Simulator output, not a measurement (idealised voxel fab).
Module name: voxel self aligned vias (process module)
cross-section cut | 255 nm wide | cells 5 nm
A cross-section in this document is a grid of square cells, and it is written down as bands, the top band listed before the ones below it; a band is made up of one or more rows of cells. Read a band's entry like this: the first values are the height of its top and the height of its bottom in nm, and what follows is the sequence of materials from left to right, each with its width in nm. Note that "air" is empty space, and that a single material marked "everywhere" reaches across the band from edge to edge. Heads up on the height convention: 0 is the point under which the incoming wafer is all one material, and the lowest band has no bottom, it just keeps going down, like "0 and below". Top row gets the first number, bottom row gets the second, and each row in between changes by the same step: that is how a band width like "30->40" works. It should be understood that the words "left unchanged", when stated for a given step, signify that the cross-section underwent no change in any of its cells during that step. Reported under the label "Closed internal cavities" are the empty spaces having no open way to the top and comprising 8 cells or more; the notation for each is width x height at distance, in which the distance is measured from the left edge and all three values are in nm. It should be noted that, on the line of a given step, the content following the step's settings is a remark produced by the simulator itself with respect to that step. "overlay nm", when on a step's line for a step with a mask, measures how far to the right of its planned place the mask lay; a negative measure means to the left.

PLANNED STEP LIST FOR THE PROCESS
1) RECEIVE | material Si
2) CONFORMAL_DEP | material SiO2 | thk nm 10
3) CONFORMAL_DEP | material SiCN | thk nm 5
4) DIRECTIONAL_DEP | material lowk | thk nm 25
5) DIRECTIONAL_DEP | material aC | thk nm 10
6) PATTERN | tone open | mask id LINES | material resist | width nm 25 | pitch nm 65 | thk nm 25 | overlay nm 0
7) DIRECTIONAL_ETCH | etch materials aC | depth nm 10
8) STRIP | etch materials resist
9) DIRECTIONAL_ETCH | etch materials lowk | depth nm 25
10) STRIP | etch materials aC
11) CONFORMAL_DEP | material TiN | thk nm 5
12) FILL_DEP | material W | thk nm 10
13) CMP | height nm 40
14) SELECTIVE_ETCH | etch materials W Ru TiN | depth nm 5
15) FILL_DEP | material SiN | thk nm 5
16) CMP | height nm 40
17) DIRECTIONAL_DEP | material lowk | thk nm 15
18) MASKED_ETCH | tone open | mask id VIAS | width nm 45 | pitch nm 130 | etch materials lowk | depth nm 15 | overlay nm 0
19) MASKED_ETCH | tone open | mask id VIAS | width nm 45 | pitch nm 130 | etch materials SiN | depth nm 5 | overlay nm 0
20) CONFORMAL_DEP | material TiN | thk nm 5
21) FILL_DEP | material Ru | thk nm 5
22) CMP | height nm 55
23) CONFORMAL_DEP | material SiN | thk nm 5

AS RECEIVED (POST STEP 1): CROSS-SECTION
  0 and below = Si everywhere
  Closed internal cavities: none

RUN AS PLANNED - FIRST OF THE TWO WAFERS CROSS-SECTIONED AT THE END OF THE MODULE
  60 down to 55 = SiN everywhere
  55 down to 45 = lowk 40, then TiN 5, then Ru 35, then TiN 5, then lowk 85, then TiN 5, then Ru 35, then TiN 5, then lowk 40
  45 down to 40 = lowk 40, then TiN 15, then Ru 15, then TiN 15, then lowk 85, then TiN 15, then Ru 15, then TiN 15, then lowk 40
  40 down to 35 = lowk 50, then TiN 25, then lowk 40, then SiN 25, then lowk 40, then TiN 25, then lowk 50
  35 down to 20 = lowk 50, then TiN 5, then W 15, then TiN 5, then lowk 40, then TiN 5, then W 15, then TiN 5, then lowk 40, then TiN 5, then W 15, then TiN 5, then lowk 50
  20 down to 15 = lowk 50, then TiN 25, then lowk 40, then TiN 25, then lowk 40, then TiN 25, then lowk 50
  15 down to 10 = SiCN everywhere
  10 down to 0 = SiO2 everywhere
  0 and below = Si everywhere
  Closed internal cavities: none

HERE'S THE SECOND OF OUR TWO WAFERS SECTIONED AT MODULE END. SAME START AS THE FIRST, SAME PLAN, BUT ONE MISTAKE GOT MADE RUNNING IT
  60 down to 55 = SiN everywhere
  55 down to 45 = lowk 45, then TiN 5, then Ru 30, then TiN 5, then lowk 90, then TiN 5, then Ru 30, then TiN 5, then lowk 40
  45 down to 40 = lowk 45, then TiN 10, then Ru 15, then TiN 15, then lowk 90, then TiN 10, then Ru 15, then TiN 15, then lowk 40
  40 down to 35 = lowk 50, then TiN 25, then lowk 40, then SiN 25, then lowk 40, then TiN 25, then lowk 50
  35 down to 20 = lowk 50, then TiN 5, then W 15, then TiN 5, then lowk 40, then TiN 5, then W 15, then TiN 5, then lowk 40, then TiN 5, then W 15, then TiN 5, then lowk 50
  20 down to 15 = lowk 50, then TiN 25, then lowk 40, then TiN 25, then lowk 40, then TiN 25, then lowk 50
  15 down to 10 = SiCN everywhere
  10 down to 0 = SiO2 everywhere
  0 and below = Si everywhere
  Closed internal cavities: none
In executing the process, a mistake was made relative to the plan: off-plan run, step 18, actual operation and settings MASKED_ETCH | tone open | mask id VIAS | width nm 40 | pitch nm 130 | etch materials lowk | depth nm 15 | overlay nm 0
at the end the second wafer has, in cells: 4 fewer of Ru; 2 fewer of TiN; 6 more of lowk
